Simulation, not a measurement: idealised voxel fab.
process module | voxel local oxidation
cross-section cut | 280 nm wide | cells 5 nm
A cross-section is a grid of square cells, given in bands from the top down. A band is one or more rows of cells.
Each band's line starts with the height of the band's top and of its bottom, in nm. Then come its materials from left to right, each with its width in nm. One material with "throughout" fills the band from edge to edge. "air" is empty space.
Height 0 is the level under which the wafer as received is all one material. The lowest band goes on downwards, as in "0 down".
A width such as "30 to 40" changes by the same amount from each row of cells to the next, from the band's top row to its bottom row.
"no change" after a step means that no cell of the cross-section changed.
closed voids: empty space of 8 cells or more with no open way to the top, each as width x height at its distance from the left edge, in nm
after a step's settings: what the simulator itself notes on the step
overlay nm, on a step with a mask: how far to the right of its planned place the mask lay; to the left if negative
plan
1 op RECEIVE | material Si
2 op CONFORMAL_DEP | material SiO2 | thk nm 5
3 op CONFORMAL_DEP | material SiN | thk nm 5
4 op PATTERN | tone cover | mask id ACTIVE | material resist | width nm 95 | thk nm 15 | overlay nm 0
5 op DIRECTIONAL_ETCH | etch materials SiN | depth nm 15
6 op STRIP | etch materials resist
7 op SELECTIVE_ETCH | etch materials SiO2 | depth nm 5
8 op OXIDIZE | depth nm 15
9 op STRIP | etch materials SiN
varied across the wafers: thk nm of step 3. The plan shows the first wafer's value. All wafers start alike
first wafer as received, after step 1
  0 down: Si throughout
  closed voids: none
first wafer at the end, after step 9
  5 to 0: air 95 | SiO2 85 | air 100
  0 to -15: SiO2 110 | Si 55 | SiO2 115
  -15 down: Si throughout
  closed voids: none
last wafer at the end
  5 to 0: SiO2 throughout
  0 down: Si throughout
  closed voids: none
each wafer at the end: cells of each material gained (+) or lost (-) since it was received, then its closed voids
thk nm 5 | -135 Si | +152 SiO2 | closed voids: none
thk nm 10 | -135 Si | +152 SiO2 | closed voids: none
thk nm 15 | -135 Si | +152 SiO2 | closed voids: none
thk nm 20 | +56 SiO2 | closed voids: none
thk nm 25 | +56 SiO2 | closed voids: none
thk nm 30 | +56 SiO2 | closed voids: none
